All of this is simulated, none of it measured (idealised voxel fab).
This section sets out a process module, namely voxel gate over fins.
It is cross-section cut that appears here, measuring 210 nm in width, its square cells being 5 nm in size.
Reading order for cross-sections: top band down to bottom band. Underlying form: a grid of square cells. Band size: one or more rows of cells. Within each band entry, the heights of the top and of the bottom of the band appear first, in that order and in nm; the materials of the band then follow from left to right, each with its corresponding width in nm. The designation "full width" on a single material indicates that it fills the band from edge to edge; the designation "air" indicates empty space. It should be noted that heights are counted from 0, beneath which the wafer as supplied is of one material throughout, and that the lowest band possesses no lower boundary but continues downward, as written in "0..down". Graded width ("30 to 40"): value in top row of band = first number; value in bottom row = second number; row-to-row change constant. Take "all unchanged" at face value: in the step it is given for, the cross-section changed in none of its cells. Empty spaces without an open route to the top, at least 8 cells in extent, make up the entry "Closed void listing"; each is given as width x height at distance, where the distance is measured from the left edge, and all are in nm. What comes after the settings on a step's line is commentary from the simulator itself on that step. On any step carrying a mask, the "overlay nm" setting, if present on the step's line, tells how far right of its planned place the mask lay; negative values point to the left.

[The planned process steps are enumerated hereunder]
| 1 | RECEIVE (material Si) |
| 2 | CONFORMAL_DEP (material SiN; thk nm 5) |
| 3 | DIRECTIONAL_DEP (material aC; thk nm 10) |
| 4 | PATTERN (tone cover; mask id FINS; material resist; width nm 15; pitch nm 45; thk nm 30; overlay nm 0) |
| 5 | DIRECTIONAL_ETCH (etch materials aC; depth nm 10) |
| 6 | STRIP (etch materials resist) |
| 7 | DIRECTIONAL_ETCH (etch materials SiN; depth nm 5) |
| 8 | DIRECTIONAL_ETCH (etch materials Si; depth nm 35) |
| 9 | STRIP (etch materials aC) |
| 10 | OXIDIZE (depth nm 5) |
| 11 | FILL_DEP (material SiO2; thk nm 15) |
| 12 | CMP (height nm 5) |
| 13 | SELECTIVE_ETCH (etch materials SiO2; depth nm 20) |
| 14 | STRIP (etch materials SiN) |
| 15 | CONFORMAL_DEP (material HfO2; thk nm 5) |
| 16 | CONFORMAL_DEP (material TiN; thk nm 5) |
| 17 | FILL_DEP (material W; thk nm 10) |
| 18 | CMP (height nm 15) |
| 19 | CONFORMAL_DEP (material SiN; thk nm 10) |

[First out of two wafers; run went to plan]

[Wafer at receipt (post step 1), cross-section]
    0..down: Si full width
    Closed void listing: none

[You're looking at a cross-section of the wafer after step 2]
    5..0: SiN full width
    below 0: unchanged

[You're looking at a cross-section of the wafer after step 3]
    15..5: aC full width
    below 5: unchanged

[You're looking at a cross-section of the wafer after step 4]
    45..15: air 50 nm / resist 15 nm / air 30 nm / resist 15 nm / air 30 nm / resist 15 nm / air 55 nm
    below 15: unchanged

[You're looking at a cross-section of the wafer after step 5]
    35..15: air 50 nm / resist 15 nm / air 30 nm / resist 15 nm / air 30 nm / resist 15 nm / air 55 nm
    15..5: air 50 nm / aC 15 nm / air 30 nm / aC 15 nm / air 30 nm / aC 15 nm / air 55 nm
    below 5: unchanged

[You're looking at a cross-section of the wafer after step 6]
    15..5: air 50 nm / aC 15 nm / air 30 nm / aC 15 nm / air 30 nm / aC 15 nm / air 55 nm
    below 5: unchanged

[You're looking at a cross-section of the wafer after step 7]
    15..5: air 50 nm / aC 15 nm / air 30 nm / aC 15 nm / air 30 nm / aC 15 nm / air 55 nm
    5..0: air 50 nm / SiN 15 nm / air 30 nm / SiN 15 nm / air 30 nm / SiN 15 nm / air 55 nm
    below 0: unchanged

[You're looking at a cross-section of the wafer after step 8]
    15..5: air 50 nm / aC 15 nm / air 30 nm / aC 15 nm / air 30 nm / aC 15 nm / air 55 nm
    5..0: air 50 nm / SiN 15 nm / air 30 nm / SiN 15 nm / air 30 nm / SiN 15 nm / air 55 nm
    0..-35: air 50 nm / Si 15 nm / air 30 nm / Si 15 nm / air 30 nm / Si 15 nm / air 55 nm
    below -35: unchanged

[You're looking at a cross-section of the wafer after step 9]
    5..0: air 50 nm / SiN 15 nm / air 30 nm / SiN 15 nm / air 30 nm / SiN 15 nm / air 55 nm
    below 0: unchanged

[You're looking at a cross-section of the wafer after step 10]
    5..0: air 50 nm / SiN 15 nm / air 30 nm / SiN 15 nm / air 30 nm / SiN 15 nm / air 55 nm
    0..-35: air 50 nm / SiO2 5 nm / Si 5 nm / SiO2 5 nm / air 30 nm / SiO2 5 nm / Si 5 nm / SiO2 5 nm / air 30 nm / SiO2 5 nm / Si 5 nm / SiO2 5 nm / air 55 nm
    -35..-40: SiO2 55 nm / Si 5 nm / SiO2 40 nm / Si 5 nm / SiO2 40 nm / Si 5 nm / SiO2 60 nm
    below -40: unchanged

[You're looking at a cross-section of the wafer after step 11]
    20..5: SiO2 full width
    5..0: SiO2 50 nm / SiN 15 nm / SiO2 30 nm / SiN 15 nm / SiO2 30 nm / SiN 15 nm / SiO2 55 nm
    0..-40: SiO2 55 nm / Si 5 nm / SiO2 40 nm / Si 5 nm / SiO2 40 nm / Si 5 nm / SiO2 60 nm
    below -40: unchanged

[You're looking at a cross-section of the wafer after step 12]
    5..0: SiO2 50 nm / SiN 15 nm / SiO2 30 nm / SiN 15 nm / SiO2 30 nm / SiN 15 nm / SiO2 55 nm
    below 0: unchanged

[You're looking at a cross-section of the wafer after step 13]
    5..0: air 50 nm / SiN 15 nm / air 30 nm / SiN 15 nm / air 30 nm / SiN 15 nm / air 55 nm
    0..-15: air 55 nm / Si 5 nm / air 40 nm / Si 5 nm / air 40 nm / Si 5 nm / air 60 nm
    below -15: unchanged

[You're looking at a cross-section of the wafer after step 14]
    0..-15: air 55 nm / Si 5 nm / air 40 nm / Si 5 nm / air 40 nm / Si 5 nm / air 60 nm
    below -15: unchanged

[You're looking at a cross-section of the wafer after step 15]
    5..0: air 50 nm / HfO2 15 nm / air 30 nm / HfO2 15 nm / air 30 nm / HfO2 15 nm / air 55 nm
    0..-10: air 50 nm / HfO2 5 nm / Si 5 nm / HfO2 5 nm / air 30 nm / HfO2 5 nm / Si 5 nm / HfO2 5 nm / air 30 nm / HfO2 5 nm / Si 5 nm / HfO2 5 nm / air 55 nm
    -10..-15: HfO2 55 nm / Si 5 nm / HfO2 40 nm / Si 5 nm / HfO2 40 nm / Si 5 nm / HfO2 60 nm
    below -15: unchanged

[You're looking at a cross-section of the wafer after step 16]
    10..5: air 45 nm / TiN 25 nm / air 20 nm / TiN 25 nm / air 20 nm / TiN 25 nm / air 50 nm
    5..0: air 45 nm / TiN 5 nm / HfO2 15 nm / TiN 5 nm / air 20 nm / TiN 5 nm / HfO2 15 nm / TiN 5 nm / air 20 nm / TiN 5 nm / HfO2 15 nm / TiN 5 nm / air 50 nm
    0..-5: air 45 nm / TiN 5 nm / HfO2 5 nm / Si 5 nm / HfO2 5 nm / TiN 5 nm / air 20 nm / TiN 5 nm / HfO2 5 nm / Si 5 nm / HfO2 5 nm / TiN 5 nm / air 20 nm / TiN 5 nm / HfO2 5 nm / Si 5 nm / HfO2 5 nm / TiN 5 nm / air 50 nm
    -5..-10: TiN 50 nm / HfO2 5 nm / Si 5 nm / HfO2 5 nm / TiN 30 nm / HfO2 5 nm / Si 5 nm / HfO2 5 nm / TiN 30 nm / HfO2 5 nm / Si 5 nm / HfO2 5 nm / TiN 55 nm
    below -10: unchanged

[You're looking at a cross-section of the wafer after step 17]
    20..10: W full width
    10..5: W 45 nm / TiN 25 nm / W 20 nm / TiN 25 nm / W 20 nm / TiN 25 nm / W 50 nm
    5..0: W 45 nm / TiN 5 nm / HfO2 15 nm / TiN 5 nm / W 20 nm / TiN 5 nm / HfO2 15 nm / TiN 5 nm / W 20 nm / TiN 5 nm / HfO2 15 nm / TiN 5 nm / W 50 nm
    0..-5: W 45 nm / TiN 5 nm / HfO2 5 nm / Si 5 nm / HfO2 5 nm / TiN 5 nm / W 20 nm / TiN 5 nm / HfO2 5 nm / Si 5 nm / HfO2 5 nm / TiN 5 nm / W 20 nm / TiN 5 nm / HfO2 5 nm / Si 5 nm / HfO2 5 nm / TiN 5 nm / W 50 nm
    below -5: unchanged

[You're looking at a cross-section of the wafer after step 18]
    15..10: W full width
    below 10: unchanged

[You're looking at a cross-section of the wafer after step 19]
    25..15: SiN full width
    below 15: unchanged

[Second wafer: same start and same plan as the first, one execution error; identical to the first through step 3]

[Cross-section of the second wafer at the time by which step 4 should have been completed according to the plan]
    45..15: resist 50 nm / air 15 nm / resist 30 nm / air 15 nm / resist 30 nm / air 15 nm / resist 55 nm
    below 15: unchanged

[Cross-section of the second wafer at the time by which step 5 should have been completed according to the plan]
    35..15: resist 50 nm / air 15 nm / resist 30 nm / air 15 nm / resist 30 nm / air 15 nm / resist 55 nm
    15..5: aC 50 nm / air 15 nm / aC 30 nm / air 15 nm / aC 30 nm / air 15 nm / aC 55 nm
    below 5: unchanged

[Cross-section of the second wafer at the time by which step 6 should have been completed according to the plan]
    15..5: aC 50 nm / air 15 nm / aC 30 nm / air 15 nm / aC 30 nm / air 15 nm / aC 55 nm
    below 5: unchanged

[Cross-section of the second wafer at the time by which step 7 should have been completed according to the plan]
    15..5: aC 50 nm / air 15 nm / aC 30 nm / air 15 nm / aC 30 nm / air 15 nm / aC 55 nm
    5..0: SiN 50 nm / air 15 nm / SiN 30 nm / air 15 nm / SiN 30 nm / air 15 nm / SiN 55 nm
    below 0: unchanged

[Cross-section of the second wafer at the time by which step 8 should have been completed according to the plan]
    15..5: aC 50 nm / air 15 nm / aC 30 nm / air 15 nm / aC 30 nm / air 15 nm / aC 55 nm
    5..0: SiN 50 nm / air 15 nm / SiN 30 nm / air 15 nm / SiN 30 nm / air 15 nm / SiN 55 nm
    0..-35: Si 50 nm / air 15 nm / Si 30 nm / air 15 nm / Si 30 nm / air 15 nm / Si 55 nm
    below -35: unchanged

[Cross-section of the second wafer at the time by which step 9 should have been completed according to the plan]
    5..0: SiN 50 nm / air 15 nm / SiN 30 nm / air 15 nm / SiN 30 nm / air 15 nm / SiN 55 nm
    below 0: unchanged

[Cross-section of the second wafer at the time by which step 10 should have been completed according to the plan]
    5..0: SiN 50 nm / air 15 nm / SiN 30 nm / air 15 nm / SiN 30 nm / air 15 nm / SiN 55 nm
    0..-35: Si 45 nm / SiO2 5 nm / air 15 nm / SiO2 5 nm / Si 20 nm / SiO2 5 nm / air 15 nm / SiO2 5 nm / Si 20 nm / SiO2 5 nm / air 15 nm / SiO2 5 nm / Si 50 nm
    -35..-40: Si 45 nm / SiO2 25 nm / Si 20 nm / SiO2 25 nm / Si 20 nm / SiO2 25 nm / Si 50 nm
    below -40: unchanged

[Cross-section of the second wafer at the time by which step 11 should have been completed according to the plan]
    20..5: SiO2 full width
    5..0: SiN 50 nm / SiO2 15 nm / SiN 30 nm / SiO2 15 nm / SiN 30 nm / SiO2 15 nm / SiN 55 nm
    0..-40: Si 45 nm / SiO2 25 nm / Si 20 nm / SiO2 25 nm / Si 20 nm / SiO2 25 nm / Si 50 nm
    below -40: unchanged

[Cross-section of the second wafer at the time by which step 12 should have been completed according to the plan]
    5..0: SiN 50 nm / SiO2 15 nm / SiN 30 nm / SiO2 15 nm / SiN 30 nm / SiO2 15 nm / SiN 55 nm
    below 0: unchanged

[Cross-section of the second wafer at the time by which step 13 should have been completed according to the plan]
    5..0: SiN 50 nm / air 15 nm / SiN 30 nm / air 15 nm / SiN 30 nm / air 15 nm / SiN 55 nm
    0..-15: Si 45 nm / air 25 nm / Si 20 nm / air 25 nm / Si 20 nm / air 25 nm / Si 50 nm
    below -15: unchanged

[Cross-section of the second wafer at the time by which step 14 should have been completed according to the plan]
    0..-15: Si 45 nm / air 25 nm / Si 20 nm / air 25 nm / Si 20 nm / air 25 nm / Si 50 nm
    below -15: unchanged

[Cross-section of the second wafer at the time by which step 15 should have been completed according to the plan]
    5..0: HfO2 50 nm / air 15 nm / HfO2 30 nm / air 15 nm / HfO2 30 nm / air 15 nm / HfO2 55 nm
    0..-10: Si 45 nm / HfO2 5 nm / air 15 nm / HfO2 5 nm / Si 20 nm / HfO2 5 nm / air 15 nm / HfO2 5 nm / Si 20 nm / HfO2 5 nm / air 15 nm / HfO2 5 nm / Si 50 nm
    -10..-15: Si 45 nm / HfO2 25 nm / Si 20 nm / HfO2 25 nm / Si 20 nm / HfO2 25 nm / Si 50 nm
    below -15: unchanged

[Cross-section of the second wafer at the time by which step 16 should have been completed according to the plan]
    10..5: TiN 55 nm / air 5 nm / TiN 40 nm / air 5 nm / TiN 40 nm / air 5 nm / TiN 60 nm
    5..0: HfO2 50 nm / TiN 5 nm / air 5 nm / TiN 5 nm / HfO2 30 nm / TiN 5 nm / air 5 nm / TiN 5 nm / HfO2 30 nm / TiN 5 nm / air 5 nm / TiN 5 nm / HfO2 55 nm
    0..-5: Si 45 nm / HfO2 5 nm / TiN 5 nm / air 5 nm / TiN 5 nm / HfO2 5 nm / Si 20 nm / HfO2 5 nm / TiN 5 nm / air 5 nm / TiN 5 nm / HfO2 5 nm / Si 20 nm / HfO2 5 nm / TiN 5 nm / air 5 nm / TiN 5 nm / HfO2 5 nm / Si 50 nm
    -5..-10: Si 45 nm / HfO2 5 nm / TiN 15 nm / HfO2 5 nm / Si 20 nm / HfO2 5 nm / TiN 15 nm / HfO2 5 nm / Si 20 nm / HfO2 5 nm / TiN 15 nm / HfO2 5 nm / Si 50 nm
    below -10: unchanged

[Cross-section of the second wafer at the time by which step 17 should have been completed according to the plan]
    20..10: W full width
    10..5: TiN 55 nm / W 5 nm / TiN 40 nm / W 5 nm / TiN 40 nm / W 5 nm / TiN 60 nm
    5..0: HfO2 50 nm / TiN 5 nm / W 5 nm / TiN 5 nm / HfO2 30 nm / TiN 5 nm / W 5 nm / TiN 5 nm / HfO2 30 nm / TiN 5 nm / W 5 nm / TiN 5 nm / HfO2 55 nm
    0..-5: Si 45 nm / HfO2 5 nm / TiN 5 nm / W 5 nm / TiN 5 nm / HfO2 5 nm / Si 20 nm / HfO2 5 nm / TiN 5 nm / W 5 nm / TiN 5 nm / HfO2 5 nm / Si 20 nm / HfO2 5 nm / TiN 5 nm / W 5 nm / TiN 5 nm / HfO2 5 nm / Si 50 nm
    below -5: unchanged

[Cross-section of the second wafer at the time by which step 18 should have been completed according to the plan]
    15..10: W full width
    below 10: unchanged

[Cross-section of the second wafer at the time by which step 19 should have been completed according to the plan]
    25..15: SiN full width
    below 15: unchanged
Error vs. plan: step 4 ran as: PATTERN (tone open; mask id FINS; material resist; width nm 15; pitch nm 45; thk nm 30; overlay nm 0)
Upon completion, the second wafer contains, in terms of cells, a greater or smaller amount of certain materials than the first wafer: +192 Si; -120 SiO2; -72 W
